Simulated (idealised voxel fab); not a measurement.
Title: Process Module voxel transistor to metal
Shown is cross-section cut, with a width of 215 nm and square cells of size 5 nm.
We lay out every cross-section as a grid of square cells and spell it out in bands from the top down, where one band means one or more rows of cells.
Band entry format. Leading values: height of top, height of bottom, nm. Remainder: materials in left-to-right order, each with its width in nm. Special words: "edge to edge" on a single material, which then fills the band edge to edge; "empty", empty space.
It should be noted that heights are counted from 0, beneath which the wafer as supplied is of one material throughout, and that the lowest band possesses no lower boundary but continues downward, as written in "0 -> down".
Top row gets the first number, bottom row gets the second, and each row in between changes by the same step: that is how a band width like "30 to 40" works.
A step reported as "no alterations made" is a step in which no cell of the cross-section changed.
Closed empty spaces (no open way to the top) of 8 cells or more are what "Enclosed cavity list" lists, each as width x height at distance from the left edge, nm for all three.
On a step's line, text after the settings is the simulator commenting on that step.
Among the settings permitted on a step's line is "overlay nm"; applied to a step with a mask, it specifies the extent to which the mask lay to the right of its planned position, whereas a negative figure signifies a position to the left.
Each pair of cross-sections that follows straddles one process step: the one shows the state before the step, the other the state after it, down to the lowest band that changed and no further. The step in question, and its settings, are given under the pair. Note that a pair is not necessarily a continuation of the pair above it, since pairs can come from different runs of this module on the same starting wafer; it is a continuation only where its entry headed "Before-step section" says so.

BEFORE-STEP SECTION
* 35 -> 25  SiO2 (55) | empty (20) | SiO2 (65) | empty (20) | SiO2 (55)
* 25 -> 15  SiO2 (55) | empty (20) | SiO2 (5) | SiN (5) | HfO2 (5) | TiN (5) | W (25) | TiN (5) | HfO2 (5) | SiN (5) | SiO2 (5) | empty (20) | SiO2 (55)
* 15 -> 5  SiO2 (45) | pSi (35) | SiN (5) | HfO2 (5) | TiN (5) | W (25) | TiN (5) | HfO2 (5) | SiN (5) | pSi (35) | SiO2 (45)
* 5 -> 0  SiO2 (45) | pSi (5) | SiN (5) | pSi (25) | SiN (5) | HfO2 (5) | TiN (35) | HfO2 (5) | SiN (5) | pSi (25) | SiN (5) | pSi (5) | SiO2 (45)
* 0 -> -5  SiO2 (55) | pSi (25) | SiO2 (5) | HfO2 (45) | SiO2 (5) | pSi (25) | SiO2 (55)
* -5 -> -30  SiO2 (50) | Si (5) | pSi (25) | Si (55) | pSi (25) | Si (5) | SiO2 (50)
* -30 -> -35  Si (55) | pSi (25) | Si (55) | pSi (25) | Si (55)
* -35 -> down  Si edge to edge
* Enclosed cavity list: none

STRUCTURE AFTER STEP
* 40 -> 35  TiN (60) | empty (10) | TiN (75) | empty (10) | TiN (60)
* 35 -> 25  SiO2 (55) | TiN (5) | empty (10) | TiN (5) | SiO2 (65) | TiN (5) | empty (10) | TiN (5) | SiO2 (55)
* 25 -> 20  SiO2 (55) | TiN (5) | empty (10) | TiN (5) | SiO2 (5) | SiN (5) | HfO2 (5) | TiN (5) | W (25) | TiN (5) | HfO2 (5) | SiN (5) | SiO2 (5) | TiN (5) | empty (10) | TiN (5) | SiO2 (55)
* 20 -> 15  SiO2 (55) | TiN (20) | SiO2 (5) | SiN (5) | HfO2 (5) | TiN (5) | W (25) | TiN (5) | HfO2 (5) | SiN (5) | SiO2 (5) | TiN (20) | SiO2 (55)
* Everything below 15 is unchanged.
* Enclosed cavity list: none
Between before and after above, the operation and settings are CONFORMAL_DEP (material TiN; thk nm 5)

Before-step section: it's just the after picture from the pair right above this one.

STRUCTURE AFTER STEP
* 45 -> 40  W edge to edge
* 40 -> 35  TiN (60) | W (10) | TiN (75) | W (10) | TiN (60)
* 35 -> 25  SiO2 (55) | TiN (5) | W (10) | TiN (5) | SiO2 (65) | TiN (5) | W (10) | TiN (5) | SiO2 (55)
* 25 -> 20  SiO2 (55) | TiN (5) | W (10) | TiN (5) | SiO2 (5) | SiN (5) | HfO2 (5) | TiN (5) | W (25) | TiN (5) | HfO2 (5) | SiN (5) | SiO2 (5) | TiN (5) | W (10) | TiN (5) | SiO2 (55)
* Everything below 20 is unchanged.
* Enclosed cavity list: none
Between before and after above, the operation and settings are FILL_DEP (material W; thk nm 5)

Before-step section: it's just the after picture from the pair right above this one.

STRUCTURE AFTER STEP
* 35 -> 25  SiO2 (55) | TiN (5) | W (10) | TiN (5) | SiO2 (65) | TiN (5) | W (10) | TiN (5) | SiO2 (55)
* Everything below 25 is unchanged.
* Enclosed cavity list: none
Between before and after above, the operation and settings are CMP (height nm 35)

Before-step section: it's just the after picture from the pair right above this one.

STRUCTURE AFTER STEP
* 40 -> 35  TiN edge to edge
* Everything below 35 is unchanged.
* Enclosed cavity list: none
Between before and after above, the operation and settings are DIRECTIONAL_DEP (material TiN; thk nm 5)

Before-step section: it's just the after picture from the pair right above this one.

STRUCTURE AFTER STEP
* 55 -> 40  W edge to edge
* Everything below 40 is unchanged.
* Enclosed cavity list: none
Between before and after above, the operation and settings are DIRECTIONAL_DEP (material W; thk nm 15)

Before-step section: it's just the after picture from the pair right above this one.

STRUCTURE AFTER STEP
* 55 -> 40  empty (55) | W (20) | empty (65) | W (20) | empty (55)
* Everything below 40 is unchanged.
* Enclosed cavity list: none
Between before and after above, the operation and settings are MASKED_ETCH (tone cover; mask id METAL_1; width nm 20; pitch nm 85; etch materials W; depth nm 15; overlay nm 0)

Before-step section: it's just the after picture from the pair right above this one.

STRUCTURE AFTER STEP
* 55 -> 40  empty (55) | W (20) | empty (65) | W (20) | empty (55)
* 40 -> 35  empty (55) | TiN (20) | empty (65) | TiN (20) | empty (55)
* Everything below 35 is unchanged.
* Enclosed cavity list: none
Between before and after above, the operation and settings are MASKED_ETCH (tone cover; mask id METAL_1; width nm 20; pitch nm 85; etch materials TiN; depth nm 5; overlay nm 0)

Before-step section: it's just the after picture from the pair right above this one.

STRUCTURE AFTER STEP
* 60 -> 55  SiO2 edge to edge
* 55 -> 40  SiO2 (55) | W (20) | SiO2 (65) | W (20) | SiO2 (55)
* 40 -> 35  SiO2 (55) | TiN (20) | SiO2 (65) | TiN (20) | SiO2 (55)
* Everything below 35 is unchanged.
* Enclosed cavity list: none
Between before and after above, the operation and settings are FILL_DEP (material SiO2; thk nm 5)

Before-step section: it's just the after picture from the pair right above this one.

STRUCTURE AFTER STEP
* 55 -> 40  SiO2 (55) | W (20) | SiO2 (65) | W (20) | SiO2 (55)
* Everything below 40 is unchanged.
* Enclosed cavity list: none
Between before and after above, the operation and settings are CMP (height nm 55)

Before-step section: it's just the after picture from the pair right above this one.

STRUCTURE AFTER STEP
* 60 -> 55  SiN edge to edge
* Everything below 55 is unchanged.
* Enclosed cavity list: none
Between before and after above, the operation and settings are CONFORMAL_DEP (material SiN; thk nm 5)

BEFORE-STEP SECTION
* 30 -> 25  empty (80) | SiN (5) | empty (45) | SiN (5) | empty (80)
* 25 -> 15  SiO2 (80) | SiN (5) | empty (45) | SiN (5) | SiO2 (80)
* 15 -> 5  SiO2 (45) | pSi (35) | SiN (5) | empty (45) | SiN (5) | pSi (35) | SiO2 (45)
* 5 -> 0  SiO2 (45) | pSi (5) | SiN (5) | pSi (25) | SiN (5) | empty (45) | SiN (5) | pSi (25) | SiN (5) | pSi (5) | SiO2 (45)
* 0 -> -5  SiO2 (55) | pSi (25) | SiO2 (5) | empty (45) | SiO2 (5) | pSi (25) | SiO2 (55)
* -5 -> -20  SiO2 (50) | Si (5) | pSi (25) | Si (55) | pSi (25) | Si (5) | SiO2 (50)
* -20 -> -30  SiO2 (50) | Si (115) | SiO2 (50)
* -30 -> down  Si edge to edge
* Enclosed cavity list: none

STRUCTURE AFTER STEP
* 35 -> 30  empty (75) | TiN (15) | empty (35) | TiN (15) | empty (75)
* 30 -> 25  TiN (80) | SiN (5) | TiN (5) | empty (35) | TiN (5) | SiN (5) | TiN (80)
* 25 -> 15  SiO2 (80) | SiN (5) | TiN (5) | empty (35) | TiN (5) | SiN (5) | SiO2 (80)
* 15 -> 5  SiO2 (45) | pSi (35) | SiN (5) | TiN (5) | empty (35) | TiN (5) | SiN (5) | pSi (35) | SiO2 (45)
* 5 -> 0  SiO2 (45) | pSi (5) | SiN (5) | pSi (25) | SiN (5) | TiN (5) | empty (35) | TiN (5) | SiN (5) | pSi (25) | SiN (5) | pSi (5) | SiO2 (45)
* 0 -> -5  SiO2 (55) | pSi (25) | SiO2 (5) | TiN (45) | SiO2 (5) | pSi (25) | SiO2 (55)
* Everything below -5 is unchanged.
* Enclosed cavity list: none
Between before and after above, the operation and settings are CONFORMAL_DEP (material TiN; thk nm 5)

Before-step section: it's just the after picture from the pair right above this one.

STRUCTURE AFTER STEP
* 40 -> 35  empty (70) | HfO2 (25) | empty (25) | HfO2 (25) | empty (70)
* 35 -> 30  HfO2 (75) | TiN (15) | HfO2 (5) | empty (25) | HfO2 (5) | TiN (15) | HfO2 (75)
* 30 -> 25  TiN (80) | SiN (5) | TiN (5) | HfO2 (5) | empty (25) | HfO2 (5) | TiN (5) | SiN (5) | TiN (80)
* 25 -> 15  SiO2 (80) | SiN (5) | TiN (5) | HfO2 (5) | empty (25) | HfO2 (5) | TiN (5) | SiN (5) | SiO2 (80)
* 15 -> 5  SiO2 (45) | pSi (35) | SiN (5) | TiN (5) | HfO2 (5) | empty (25) | HfO2 (5) | TiN (5) | SiN (5) | pSi (35) | SiO2 (45)
* 5 -> 0  SiO2 (45) | pSi (5) | SiN (5) | pSi (25) | SiN (5) | TiN (5) | HfO2 (35) | TiN (5) | SiN (5) | pSi (25) | SiN (5) | pSi (5) | SiO2 (45)
* Everything below 0 is unchanged.
* Enclosed cavity list: none
Between before and after above, the operation and settings are CONFORMAL_DEP (material HfO2; thk nm 5)

Before-step section: it's just the after picture from the pair right above this one.

STRUCTURE AFTER STEP
* 45 -> 40  W edge to edge
* 40 -> 35  W (70) | HfO2 (25) | W (25) | HfO2 (25) | W (70)
* 35 -> 30  HfO2 (75) | TiN (15) | HfO2 (5) | W (25) | HfO2 (5) | TiN (15) | HfO2 (75)
* 30 -> 25  TiN (80) | SiN (5) | TiN (5) | HfO2 (5) | W (25) | HfO2 (5) | TiN (5) | SiN (5) | TiN (80)
* 25 -> 15  SiO2 (80) | SiN (5) | TiN (5) | HfO2 (5) | W (25) | HfO2 (5) | TiN (5) | SiN (5) | SiO2 (80)
* 15 -> 5  SiO2 (45) | pSi (35) | SiN (5) | TiN (5) | HfO2 (5) | W (25) | HfO2 (5) | TiN (5) | SiN (5) | pSi (35) | SiO2 (45)
* Everything below 5 is unchanged.
* Enclosed cavity list: none
Between before and after above, the operation and settings are FILL_DEP (material W; thk nm 5)

Before-step section: it's just the after picture from the pair right above this one.

STRUCTURE AFTER STEP
* 25 -> 15  SiO2 (80) | SiN (5) | TiN (5) | HfO2 (5) | W (25) | HfO2 (5) | TiN (5) | SiN (5) | SiO2 (80)
* Everything below 15 is unchanged.
* Enclosed cavity list: none
Between before and after above, the operation and settings are CMP (height nm 25)

Before-step section: it's just the after picture from the pair right above this one.

STRUCTURE AFTER STEP
* 35 -> 25  SiO2 edge to edge
* Everything below 25 is unchanged.
* Enclosed cavity list: none
Between before and after above, the operation and settings are DIRECTIONAL_DEP (material SiO2; thk nm 10)

Before-step section: it's just the after picture from the pair right above this one.

STRUCTURE AFTER STEP
* 35 -> 25  SiO2 (55) | empty (20) | SiO2 (65) | empty (20) | SiO2 (55)
* 25 -> 15  SiO2 (55) | empty (20) | SiO2 (5) | SiN (5) | TiN (5) | HfO2 (5) | W (25) | HfO2 (5) | TiN (5) | SiN (5) | SiO2 (5) | empty (20) | SiO2 (55)
* Everything below 15 is unchanged.
* Enclosed cavity list: none
Between before and after above, the operation and settings are MASKED_ETCH (tone open; mask id CONTACT; width nm 20; pitch nm 85; etch materials SiO2; depth nm 20; overlay nm 0)

Before-step section: it's just the after picture from the pair right above this one.

STRUCTURE AFTER STEP
* 40 -> 35  TiN (60) | empty (10) | TiN (75) | empty (10) | TiN (60)
* 35 -> 25  SiO2 (55) | TiN (5) | empty (10) | TiN (5) | SiO2 (65) | TiN (5) | empty (10) | TiN (5) | SiO2 (55)
* 25 -> 20  SiO2 (55) | TiN (5) | empty (10) | TiN (5) | SiO2 (5) | SiN (5) | TiN (5) | HfO2 (5) | W (25) | HfO2 (5) | TiN (5) | SiN (5) | SiO2 (5) | TiN (5) | empty (10) | TiN (5) | SiO2 (55)
* 20 -> 15  SiO2 (55) | TiN (20) | SiO2 (5) | SiN (5) | TiN (5) | HfO2 (5) | W (25) | HfO2 (5) | TiN (5) | SiN (5) | SiO2 (5) | TiN (20) | SiO2 (55)
* Everything below 15 is unchanged.
* Enclosed cavity list: none
Between before and after above, the operation and settings are CONFORMAL_DEP (material TiN; thk nm 5)

Before-step section: it's just the after picture from the pair right above this one.

STRUCTURE AFTER STEP
* 45 -> 40  W edge to edge
* 40 -> 35  TiN (60) | W (10) | TiN (75) | W (10) | TiN (60)
* 35 -> 25  SiO2 (55) | TiN (5) | W (10) | TiN (5) | SiO2 (65) | TiN (5) | W (10) | TiN (5) | SiO2 (55)
* 25 -> 20  SiO2 (55) | TiN (5) | W (10) | TiN (5) | SiO2 (5) | SiN (5) | TiN (5) | HfO2 (5) | W (25) | HfO2 (5) | TiN (5) | SiN (5) | SiO2 (5) | TiN (5) | W (10) | TiN (5) | SiO2 (55)
* Everything below 20 is unchanged.
* Enclosed cavity list: none
Between before and after above, the operation and settings are FILL_DEP (material W; thk nm 5)

Before-step section: it's just the after picture from the pair right above this one.

STRUCTURE AFTER STEP
* 35 -> 25  SiO2 (55) | TiN (5) | W (10) | TiN (5) | SiO2 (65) | TiN (5) | W (10) | TiN (5) | SiO2 (55)
* Everything below 25 is unchanged.
* Enclosed cavity list: none
Between before and after above, the operation and settings are CMP (height nm 35)

Before-step section: it's just the after picture from the pair right above this one.

STRUCTURE AFTER STEP
* 40 -> 35  TiN edge to edge
* Everything below 35 is unchanged.
* Enclosed cavity list: none
Between before and after above, the operation and settings are DIRECTIONAL_DEP (material TiN; thk nm 5)

Before-step section: it's just the after picture from the pair right above this one.

STRUCTURE AFTER STEP
* 55 -> 40  W edge to edge
* Everything below 40 is unchanged.
* Enclosed cavity list: none
Between before and after above, the operation and settings are DIRECTIONAL_DEP (material W; thk nm 15)

Before-step section: it's just the after picture from the pair right above this one.

STRUCTURE AFTER STEP
* 55 -> 40  empty (55) | W (20) | empty (65) | W (20) | empty (55)
* Everything below 40 is unchanged.
* Enclosed cavity list: none
Between before and after above, the operation and settings are MASKED_ETCH (tone cover; mask id METAL_1; width nm 20; pitch nm 85; etch materials W; depth nm 15; overlay nm 0)

Before-step section: it's just the after picture from the pair right above this one.

STRUCTURE AFTER STEP
* 55 -> 40  empty (55) | W (20) | empty (65) | W (20) | empty (55)
* 40 -> 35  empty (55) | TiN (20) | empty (65) | TiN (20) | empty (55)
* Everything below 35 is unchanged.
* Enclosed cavity list: none
Between before and after above, the operation and settings are MASKED_ETCH (tone cover; mask id METAL_1; width nm 20; pitch nm 85; etch materials TiN; depth nm 5; overlay nm 0)

Before-step section: it's just the after picture from the pair right above this one.

STRUCTURE AFTER STEP
* 60 -> 55  SiO2 edge to edge
* 55 -> 40  SiO2 (55) | W (20) | SiO2 (65) | W (20) | SiO2 (55)
* 40 -> 35  SiO2 (55) | TiN (20) | SiO2 (65) | TiN (20) | SiO2 (55)
* Everything below 35 is unchanged.
* Enclosed cavity list: none
Between before and after above, the operation and settings are FILL_DEP (material SiO2; thk nm 5)

Before-step section: it's just the after picture from the pair right above this one.

STRUCTURE AFTER STEP
* 55 -> 40  SiO2 (55) | W (20) | SiO2 (65) | W (20) | SiO2 (55)
* Everything below 40 is unchanged.
* Enclosed cavity list: none
Between before and after above, the operation and settings are CMP (height nm 55)

Before-step section: it's just the after picture from the pair right above this one.

STRUCTURE AFTER STEP
* 60 -> 55  SiN edge to edge
* Everything below 55 is unchanged.
* Enclosed cavity list: none
Between before and after above, the operation and settings are CONFORMAL_DEP (material SiN; thk nm 5)

BEFORE-STEP SECTION
* 45 -> 40  empty (80) | SiN (5) | empty (5) | SiCN (35) | empty (5) | SiN (5) | empty (80)
* 40 -> 30  empty (80) | SiN (5) | SiO2 (5) | SiCN (35) | SiO2 (5) | SiN (5) | empty (80)
* 30 -> 5  empty (80) | SiN (5) | SiO2 (5) | polySi (35) | SiO2 (5) | SiN (5) | empty (80)
* 5 -> 0  empty (50) | SiN (5) | empty (25) | SiN (5) | SiO2 (5) | polySi (35) | SiO2 (5) | SiN (5) | empty (25) | SiN (5) | empty (50)
* 0 -> -5  SiO2 (55) | empty (25) | SiO2 (55) | empty (25) | SiO2 (55)
* -5 -> -20  SiO2 (50) | Si (5) | empty (25) | Si (55) | empty (25) | Si (5) | SiO2 (50)
* -20 -> -30  SiO2 (50) | Si (115) | SiO2 (50)
* -30 -> down  Si edge to edge
* Enclosed cavity list: none

STRUCTURE AFTER STEP
* 45 -> 40  empty (80) | SiN (5) | empty (5) | SiCN (35) | empty (5) | SiN (5) | empty (80)
* 40 -> 30  empty (80) | SiN (5) | SiO2 (5) | SiCN (35) | SiO2 (5) | SiN (5) | empty (80)
* 30 -> 25  empty (80) | SiN (5) | SiO2 (5) | polySi (35) | SiO2 (5) | SiN (5) | empty (80)
* 25 -> 5  empty (35) | pSi (45) | SiN (5) | SiO2 (5) | polySi (35) | SiO2 (5) | SiN (5) | pSi (45) | empty (35)
* 5 -> 0  empty (35) | pSi (15) | SiN (5) | pSi (25) | SiN (5) | SiO2 (5) | polySi (35) | SiO2 (5) | SiN (5) | pSi (25) | SiN (5) | pSi (15) | empty (35)
* 0 -> -5  SiO2 (55) | pSi (25) | SiO2 (55) | pSi (25) | SiO2 (55)
* -5 -> -20  SiO2 (50) | Si (5) | pSi (25) | Si (55) | pSi (25) | Si (5) | SiO2 (50)
* Everything below -20 is unchanged.
* Enclosed cavity list: none
Between before and after above, the operation and settings are EPI (material pSi; thk nm 30)

Before-step section: it's just the after picture from the pair right above this one.

STRUCTURE AFTER STEP
* 50 -> 45  SiO2 edge to edge
* 45 -> 30  SiO2 (80) | SiN (5) | SiO2 (5) | SiCN (35) | SiO2 (5) | SiN (5) | SiO2 (80)
* 30 -> 25  SiO2 (80) | SiN (5) | SiO2 (5) | polySi (35) | SiO2 (5) | SiN (5) | SiO2 (80)
* 25 -> 5  SiO2 (35) | pSi (45) | SiN (5) | SiO2 (5) | polySi (35) | SiO2 (5) | SiN (5) | pSi (45) | SiO2 (35)
* 5 -> 0  SiO2 (35) | pSi (15) | SiN (5) | pSi (25) | SiN (5) | SiO2 (5) | polySi (35) | SiO2 (5) | SiN (5) | pSi (25) | SiN (5) | pSi (15) | SiO2 (35)
* Everything below 0 is unchanged.
* Enclosed cavity list: none
Between before and after above, the operation and settings are FILL_DEP (material SiO2; thk nm 5)

Before-step section: it's just the after picture from the pair right above this one.

STRUCTURE AFTER STEP
* 30 -> 25  SiO2 (80) | SiN (5) | SiO2 (5) | polySi (35) | SiO2 (5) | SiN (5) | SiO2 (80)
* Everything below 25 is unchanged.
* Enclosed cavity list: none
Between before and after above, the operation and settings are CMP (height nm 30)

Before-step section: it's just the after picture from the pair right above this one.

STRUCTURE AFTER STEP
* 30 -> 25  SiO2 (80) | SiN (5) | SiO2 (5) | empty (35) | SiO2 (5) | SiN (5) | SiO2 (80)
* 25 -> 5  SiO2 (35) | pSi (45) | SiN (5) | SiO2 (5) | empty (35) | SiO2 (5) | SiN (5) | pSi (45) | SiO2 (35)
* 5 -> 0  SiO2 (35) | pSi (15) | SiN (5) | pSi (25) | SiN (5) | SiO2 (5) | empty (35) | SiO2 (5) | SiN (5) | pSi (25) | SiN (5) | pSi (15) | SiO2 (35)
* Everything below 0 is unchanged.
* Enclosed cavity list: none
Between before and after above, the operation and settings are STRIP (etch materials polySi)

Before-step section: it's just the after picture from the pair right above this one.

STRUCTURE AFTER STEP
* 30 -> 25  empty (80) | SiN (5) | empty (45) | SiN (5) | empty (80)
* 25 -> 5  SiO2 (35) | pSi (45) | SiN (5) | empty (45) | SiN (5) | pSi (45) | SiO2 (35)
* 5 -> 0  SiO2 (35) | pSi (15) | SiN (5) | pSi (25) | SiN (5) | empty (45) | SiN (5) | pSi (25) | SiN (5) | pSi (15) | SiO2 (35)
* 0 -> -5  SiO2 (55) | pSi (25) | SiO2 (5) | empty (45) | SiO2 (5) | pSi (25) | SiO2 (55)
* Everything below -5 is unchanged.
* Enclosed cavity list: none
Between before and after above, the operation and settings are SELECTIVE_ETCH (etch materials SiO2; depth nm 5)

Before-step section: it's just the after picture from the pair right above this one.

STRUCTURE AFTER STEP
* 35 -> 30  empty (75) | HfO2 (15) | empty (35) | HfO2 (15) | empty (75)
* 30 -> 25  HfO2 (80) | SiN (5) | HfO2 (5) | empty (35) | HfO2 (5) | SiN (5) | HfO2 (80)
* 25 -> 5  SiO2 (35) | pSi (45) | SiN (5) | HfO2 (5) | empty (35) | HfO2 (5) | SiN (5) | pSi (45) | SiO2 (35)
* 5 -> 0  SiO2 (35) | pSi (15) | SiN (5) | pSi (25) | SiN (5) | HfO2 (5) | empty (35) | HfO2 (5) | SiN (5) | pSi (25) | SiN (5) | pSi (15) | SiO2 (35)
* 0 -> -5  SiO2 (55) | pSi (25) | SiO2 (5) | HfO2 (45) | SiO2 (5) | pSi (25) | SiO2 (55)
* Everything below -5 is unchanged.
* Enclosed cavity list: none
Between before and after above, the operation and settings are CONFORMAL_DEP (material HfO2; thk nm 5)

Before-step section: it's just the after picture from the pair right above this one.

STRUCTURE AFTER STEP
* 40 -> 35  empty (70) | TiN (25) | empty (25) | TiN (25) | empty (70)
* 35 -> 30  TiN (75) | HfO2 (15) | TiN (5) | empty (25) | TiN (5) | HfO2 (15) | TiN (75)
* 30 -> 25  HfO2 (80) | SiN (5) | HfO2 (5) | TiN (5) | empty (25) | TiN (5) | HfO2 (5) | SiN (5) | HfO2 (80)
* 25 -> 5  SiO2 (35) | pSi (45) | SiN (5) | HfO2 (5) | TiN (5) | empty (25) | TiN (5) | HfO2 (5) | SiN (5) | pSi (45) | SiO2 (35)
* 5 -> 0  SiO2 (35) | pSi (15) | SiN (5) | pSi (25) | SiN (5) | HfO2 (5) | TiN (35) | HfO2 (5) | SiN (5) | pSi (25) | SiN (5) | pSi (15) | SiO2 (35)
* Everything below 0 is unchanged.
* Enclosed cavity list: none
Between before and after above, the operation and settings are CONFORMAL_DEP (material TiN; thk nm 5)

Before-step section: it's just the after picture from the pair right above this one.

STRUCTURE AFTER STEP
* 45 -> 40  W edge to edge
* 40 -> 35  W (70) | TiN (25) | W (25) | TiN (25) | W (70)
* 35 -> 30  TiN (75) | HfO2 (15) | TiN (5) | W (25) | TiN (5) | HfO2 (15) | TiN (75)
* 30 -> 25  HfO2 (80) | SiN (5) | HfO2 (5) | TiN (5) | W (25) | TiN (5) | HfO2 (5) | SiN (5) | HfO2 (80)
* 25 -> 5  SiO2 (35) | pSi (45) | SiN (5) | HfO2 (5) | TiN (5) | W (25) | TiN (5) | HfO2 (5) | SiN (5) | pSi (45) | SiO2 (35)
* Everything below 5 is unchanged.
* Enclosed cavity list: none
Between before and after above, the operation and settings are FILL_DEP (material W; thk nm 5)

Before-step section: it's just the after picture from the pair right above this one.

STRUCTURE AFTER STEP
* 25 -> 5  SiO2 (35) | pSi (45) | SiN (5) | HfO2 (5) | TiN (5) | W (25) | TiN (5) | HfO2 (5) | SiN (5) | pSi (45) | SiO2 (35)
* Everything below 5 is unchanged.
* Enclosed cavity list: none
Between before and after above, the operation and settings are CMP (height nm 25)

Before-step section: it's just the after picture from the pair right above this one.

STRUCTURE AFTER STEP
* 35 -> 25  SiO2 edge to edge
* Everything below 25 is unchanged.
* Enclosed cavity list: none
Between before and after above, the operation and settings are DIRECTIONAL_DEP (material SiO2; thk nm 10)

Before-step section: it's just the after picture from the pair right above this one.

STRUCTURE AFTER STEP
* 35 -> 25  SiO2 (55) | empty (20) | SiO2 (65) | empty (20) | SiO2 (55)
* Everything below 25 is unchanged.
* Enclosed cavity list: none
Between before and after above, the operation and settings are MASKED_ETCH (tone open; mask id CONTACT; width nm 20; pitch nm 85; etch materials SiO2; depth nm 20; overlay nm 0)

Before-step section: it's just the after picture from the pair right above this one.

STRUCTURE AFTER STEP
* 40 -> 35  TiN (60) | empty (10) | TiN (75) | empty (10) | TiN (60)
* 35 -> 30  SiO2 (55) | TiN (5) | empty (10) | TiN (5) | SiO2 (65) | TiN (5) | empty (10) | TiN (5) | SiO2 (55)
* 30 -> 25  SiO2 (55) | TiN (20) | SiO2 (65) | TiN (20) | SiO2 (55)
* Everything below 25 is unchanged.
* Enclosed cavity list: none
Between before and after above, the operation and settings are CONFORMAL_DEP (material TiN; thk nm 5)

Before-step section: it's just the after picture from the pair right above this one.

STRUCTURE AFTER STEP
* 45 -> 40  W edge to edge
* 40 -> 35  TiN (60) | W (10) | TiN (75) | W (10) | TiN (60)
* 35 -> 30  SiO2 (55) | TiN (5) | W (10) | TiN (5) | SiO2 (65) | TiN (5) | W (10) | TiN (5) | SiO2 (55)
* Everything below 30 is unchanged.
* Enclosed cavity list: none
Between before and after above, the operation and settings are FILL_DEP (material W; thk nm 5)

Before-step section: it's just the after picture from the pair right above this one.

STRUCTURE AFTER STEP
* 35 -> 30  SiO2 (55) | TiN (5) | W (10) | TiN (5) | SiO2 (65) | TiN (5) | W (10) | TiN (5) | SiO2 (55)
* Everything below 30 is unchanged.
* Enclosed cavity list: none
Between before and after above, the operation and settings are CMP (height nm 35)

Before-step section: it's just the after picture from the pair right above this one.

STRUCTURE AFTER STEP
* 40 -> 35  TiN edge to edge
* Everything below 35 is unchanged.
* Enclosed cavity list: none
Between before and after above, the operation and settings are DIRECTIONAL_DEP (material TiN; thk nm 5)

Before-step section: it's just the after picture from the pair right above this one.

STRUCTURE AFTER STEP
* 55 -> 40  W edge to edge
* Everything below 40 is unchanged.
* Enclosed cavity list: none
Between before and after above, the operation and settings are DIRECTIONAL_DEP (material W; thk nm 15)

Before-step section: it's just the after picture from the pair right above this one.

STRUCTURE AFTER STEP
* 55 -> 40  empty (55) | W (20) | empty (65) | W (20) | empty (55)
* Everything below 40 is unchanged.
* Enclosed cavity list: none
Between before and after above, the operation and settings are MASKED_ETCH (tone cover; mask id METAL_1; width nm 20; pitch nm 85; etch materials W; depth nm 15; overlay nm 0)

Before-step section: it's just the after picture from the pair right above this one.

STRUCTURE AFTER STEP
* 55 -> 40  empty (55) | W (20) | empty (65) | W (20) | empty (55)
* 40 -> 35  empty (55) | TiN (20) | empty (65) | TiN (20) | empty (55)
* Everything below 35 is unchanged.
* Enclosed cavity list: none
Between before and after above, the operation and settings are MASKED_ETCH (tone cover; mask id METAL_1; width nm 20; pitch nm 85; etch materials TiN; depth nm 5; overlay nm 0)

Before-step section: it's just the after picture from the pair right above this one.

STRUCTURE AFTER STEP
* 60 -> 55  SiO2 edge to edge
* 55 -> 40  SiO2 (55) | W (20) | SiO2 (65) | W (20) | SiO2 (55)
* 40 -> 35  SiO2 (55) | TiN (20) | SiO2 (65) | TiN (20) | SiO2 (55)
* Everything below 35 is unchanged.
* Enclosed cavity list: none
Between before and after above, the operation and settings are FILL_DEP (material SiO2; thk nm 5)

Before-step section: it's just the after picture from the pair right above this one.

STRUCTURE AFTER STEP
* 55 -> 40  SiO2 (55) | W (20) | SiO2 (65) | W (20) | SiO2 (55)
* Everything below 40 is unchanged.
* Enclosed cavity list: none
Between before and after above, the operation and settings are CMP (height nm 55)

Before-step section: it's just the after picture from the pair right above this one.

STRUCTURE AFTER STEP
* 60 -> 55  SiN edge to edge
* Everything below 55 is unchanged.
* Enclosed cavity list: none
Between before and after above, the operation and settings are CONFORMAL_DEP (material SiN; thk nm 5)

BEFORE-STEP SECTION
* 30 -> 15  aC edge to edge
* 15 -> 5  SiN edge to edge
* 5 -> 0  SiO2 edge to edge
* 0 -> down  Si edge to edge
* Enclosed cavity list: none

STRUCTURE AFTER STEP
* 60 -> 30  empty (55) | resist (110) | empty (50)
* Everything below 30 is unchanged.
* Enclosed cavity list: none
Between before and after above, the operation and settings are PATTERN (tone cover; mask id ACTIVE; material resist; width nm 110; thk nm 30; overlay nm 0)

Before-step section: it's just the after picture from the pair right above this one.

STRUCTURE AFTER STEP
* 45 -> 30  empty (55) | resist (110) | empty (50)
* 30 -> 15  empty (55) | aC (110) | empty (50)
* Everything below 15 is unchanged.
* Enclosed cavity list: none
Between before and after above, the operation and settings are DIRECTIONAL_ETCH (etch materials aC; depth nm 15)

Before-step section: it's just the after picture from the pair right above this one.

STRUCTURE AFTER STEP
* 30 -> 15  empty (55) | aC (110) | empty (50)
* Everything below 15 is unchanged.
* Enclosed cavity list: none
Between before and after above, the operation and settings are STRIP (etch materials resist)

Before-step section: it's just the after picture from the pair right above this one.

STRUCTURE AFTER STEP
* 30 -> 15  empty (55) | aC (110) | empty (50)
* 15 -> 5  empty (55) | SiN (110) | empty (50)
* Everything below 5 is unchanged.
* Enclosed cavity list: none
Between before and after above, the operation and settings are DIRECTIONAL_ETCH (etch materials SiN; depth nm 10)

Before-step section: it's just the after picture from the pair right above this one.

STRUCTURE AFTER STEP
* 30 -> 15  empty (55) | aC (110) | empty (50)
* 15 -> 5  empty (55) | SiN (110) | empty (50)
* 5 -> 0  empty (55) | SiO2 (110) | empty (50)
* Everything below 0 is unchanged.
* Enclosed cavity list: none
Between before and after above, the operation and settings are DIRECTIONAL_ETCH (etch materials SiO2; depth nm 5)

Before-step section: it's just the after picture from the pair right above this one.

STRUCTURE AFTER STEP
* 30 -> 15  empty (55) | aC (110) | empty (50)
* 15 -> 5  empty (55) | SiN (110) | empty (50)
* 5 -> 0  empty (55) | SiO2 (110) | empty (50)
* 0 -> -30  empty (55) | Si (110) | empty (50)
* Everything below -30 is unchanged.
* Enclosed cavity list: none
Between before and after above, the operation and settings are DIRECTIONAL_ETCH (etch materials Si; depth nm 30)

Before-step section: it's just the after picture from the pair right above this one.

STRUCTURE AFTER STEP
* 15 -> 5  empty (55) | SiN (110) | empty (50)
* Everything below 5 is unchanged.
* Enclosed cavity list: none
Between before and after above, the operation and settings are STRIP (etch materials aC)
